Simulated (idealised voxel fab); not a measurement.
The process module that follows is named voxel self aligned vias.
This is section cut - it's 245 nm across, gridded in 5 nm square cells.
Cross-section spec: square-cell grid; bands listed top down; each band is one or more rows. For a band, the entry starts with two heights in nm, that of the top and then that of the bottom, and carries on with the band's materials in order from left to right, each alongside its width in nm; the word "everywhere" beside a single material means it fills the band edge to edge, and "air" means empty space. The reference from which all heights are counted is 0, the level beneath which the as-received wafer is entirely one material; the lowest band, having no lower bound, proceeds downward and is written after the example "z 0 and below". When a width is written as two numbers, as in "30 to 40", the first number is the width in the top row of cells of the band and the second is the width in its bottom row, and the width changes by the same amount from each row to the next. Where a step carries "nothing altered", the cross-section came out of it unchanged, cell for cell. What "Trapped voids" gives you is every empty space of 8 cells or more that is cut off from the top. Each appears as width x height at distance, with the distance taken from the left edge and width, height and distance all in nm. Past the settings on a step's line: simulator remark, on that step. overlay nm: on a step with a mask, how far right of its planned place the mask lay; negative means left.
**Process steps (planned)**
1) RECEIVE: material Si
2) CONFORMAL_DEP: material SiO2, thk nm 10
3) CONFORMAL_DEP: material SiCN, thk nm 5
4) DIRECTIONAL_DEP: material lowk, thk nm 25
5) PATTERN: tone open, mask id LINES, material resist, width nm 30, pitch nm 65, thk nm 15, overlay nm 0
6) DIRECTIONAL_ETCH: etch materials lowk, depth nm 25
7) STRIP: etch materials resist
8) CONFORMAL_DEP: material TiN, thk nm 5
9) FILL_DEP: material Ru, thk nm 10
10) CMP: height nm 40
11) SELECTIVE_ETCH: etch materials W Ru TiN, depth nm 10
12) FILL_DEP: material SiN, thk nm 5
13) CMP: height nm 40
14) DIRECTIONAL_DEP: material lowk, thk nm 15
15) MASKED_ETCH: tone open, mask id VIAS, width nm 40, pitch nm 65, etch materials lowk, depth nm 15, overlay nm 0
16) MASKED_ETCH: tone open, mask id VIAS, width nm 40, pitch nm 65, etch materials SiN, depth nm 10, overlay nm 0
17) CONFORMAL_DEP: material TiN, thk nm 5
18) FILL_DEP: material Ru, thk nm 10
19) CMP: height nm 55
20) CONFORMAL_DEP: material SiN, thk nm 5
**Incoming wafer, cross-sectional view, post step 1**
    z 0 and below | Si everywhere
    Trapped voids: none
**Final wafer profile in cross-section after the module, from the same start and plan as above, with one mistake made during processing**
    z 60 to 55 | SiN everywhere
    z 55 to 35 | 35 lowk / 5 TiN / 30 Ru / 5 TiN / 25 lowk / 5 TiN / 30 Ru / 5 TiN / 25 lowk / 5 TiN / 30 Ru / 5 TiN / 40 lowk
    z 35 to 30 | 35 lowk / 40 TiN / 25 lowk / 40 TiN / 25 lowk / 40 TiN / 40 lowk
    z 30 to 20 | 40 lowk / 5 TiN / 20 Ru / 5 TiN / 35 lowk / 5 TiN / 20 Ru / 5 TiN / 35 lowk / 5 TiN / 20 Ru / 5 TiN / 45 lowk
    z 20 to 15 | 40 lowk / 30 TiN / 35 lowk / 30 TiN / 35 lowk / 30 TiN / 45 lowk
    z 15 to 10 | SiCN everywhere
    z 10 to 0 | SiO2 everywhere
    z 0 and below | Si everywhere
    Trapped voids: none
The plan and the run diverged here: so step 15 ended up running with a different setting than we planned, it ran as MASKED_ETCH: tone open, mask id VIAS, width nm 40, pitch nm 65, etch materials lowk, depth nm 25, overlay nm 0
